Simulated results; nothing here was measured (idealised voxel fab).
Process module name: voxel capacitor over wiring
We display cut, a cross-section 275 nm in width whose square cells are each 5 nm.
This document writes a cross-section as a grid whose cells are square, and gives it as bands, listed from the top down; one or more rows of cells form a band. A band entry consists of two parts. The first gives the height of the band's top and the height of its bottom, in nm. The rest lists the band's materials from left to right, each with its width in nm. A single material labelled with the word "full width" fills the band from edge to edge, and the word "air" marks empty space. Heights are measured from 0, the level below which the as-received wafer is all one material; the lowest band has no bottom and continues downward, written as in "from 0 down". The expression "30..40" gives the width at the extremes of the band, the first number at its top row of cells and the second at its bottom row, with the width changing by equal amounts from each row to the next in between. "same as before", as given for a step, is the statement that not any cell of the cross-section underwent a change during that step. "Fully sealed voids" lists enclosed empty spaces (at least 8 cells, no open path upward to the top), each as width x height at distance from the left edge, in nm. On a step's line, text after the settings is the simulator commenting on that step. "overlay nm" denotes, for a step that has a mask, the displacement of the mask to the right of its planned place, with negative values corresponding to the left.
Steps in the process plan
| 1 | RECEIVE | material Si |
| 2 | CONFORMAL_DEP | material SiO2 | thk nm 10 |
| 3 | CONFORMAL_DEP | material SiCN | thk nm 5 |
| 4 | DIRECTIONAL_DEP | material lowk | thk nm 20 |
| 5 | MASKED_ETCH | tone open | mask id METAL_1 | width nm 30 | pitch nm 90 | etch materials lowk | depth nm 20 | overlay nm 0 |
| 6 | MASKED_ETCH | tone open | mask id METAL_1 | width nm 30 | pitch nm 90 | etch materials SiCN | depth nm 5 | overlay nm 0 |
| 7 | CONFORMAL_DEP | material TiN | thk nm 5 |
| 8 | FILL_DEP | material Cu | thk nm 5 |
| 9 | CMP | height nm 35 |
| 10 | CONFORMAL_DEP | material SiCN | thk nm 5 |
| 11 | DIRECTIONAL_DEP | material SiO2 | thk nm 15 |
| 12 | PATTERN | tone open | mask id PLUG_1 | material resist | width nm 15 | thk nm 20 | overlay nm 0 |
| 13 | DIRECTIONAL_ETCH | etch materials SiO2 | depth nm 15 |
| 14 | DIRECTIONAL_ETCH | etch materials SiCN | depth nm 5 |
| 15 | STRIP | etch materials resist |
| 16 | CONFORMAL_DEP | material TiN | thk nm 5 |
| 17 | FILL_DEP | material Ru | thk nm 10 |
| 18 | CMP | height nm 55 |
| 19 | DIRECTIONAL_DEP | material TiN | thk nm 5 |
| 20 | DIRECTIONAL_DEP | material SiN | thk nm 5 |
| 21 | DIRECTIONAL_DEP | material TiN | thk nm 5 |
| 22 | MASKED_ETCH | tone cover | mask id UPPER_PLATE | width nm 65 | etch materials TiN | depth nm 5 | overlay nm 0 |
| 23 | MASKED_ETCH | tone cover | mask id UPPER_PLATE | width nm 65 | etch materials SiN | depth nm 5 | overlay nm 0 |
| 24 | PATTERN | tone cover | mask id LOWER_PLATE | material resist | width nm 75 | thk nm 15 | overlay nm 0 |
| 25 | DIRECTIONAL_ETCH | etch materials TiN | depth nm 5 |
| 26 | STRIP | etch materials resist |
| 27 | FILL_DEP | material SiO2 | thk nm 20 |
| 28 | CMP | height nm 85 |
| 29 | MASKED_ETCH | tone open | mask id PLUG_2 | width nm 15 | etch materials SiO2 | depth nm 15 | overlay nm 0 |
| 30 | CONFORMAL_DEP | material TiN | thk nm 5 |
| 31 | FILL_DEP | material Ru | thk nm 5 |
| 32 | CMP | height nm 85 |
| 33 | CONFORMAL_DEP | material SiN | thk nm 5 |
So this is the incoming wafer in cross-section - it's already been through step 1
- from 0 down | Si full width
- Fully sealed voids: none
The cross-section shown corresponds to the wafer at the conclusion of the module. The initial structure and the process plan are those presented above; however, one mistake occurred in executing the plan
- from 90 to 85 | SiN full width
- from 85 to 75 | SiO2 100, then TiN 5, then Ru 5, then TiN 5, then SiO2 160
- from 75 to 65 | SiO2 100..90, then TiN 15..65, then SiO2 160..120
- from 65 to 60 | SiO2 90, then SiN 65, then SiO2 120
- from 60 to 55 | SiO2 85, then TiN 75, then SiO2 115
- from 55 to 40 | SiO2 90, then TiN 5, then Ru 5, then TiN 5, then SiO2 170
- from 40 to 35 | SiCN 90, then TiN 15, then SiCN 170
- from 35 to 30 | TiN 80, then Cu 20, then TiN 70, then Cu 20, then TiN 85
- from 30 to 15 | lowk 75, then TiN 5, then Cu 20, then TiN 5, then lowk 60, then TiN 5, then Cu 20, then TiN 5, then lowk 80
- from 15 to 10 | lowk 75, then TiN 30, then lowk 60, then TiN 30, then lowk 80
- from 10 to 0 | SiO2 full width
- from 0 down | Si full width
- Fully sealed voids: none
It is concluded that the wafer was processed incorrectly with respect to the plan, in that it should be noted that step 3 of the plan was omitted and was not performed
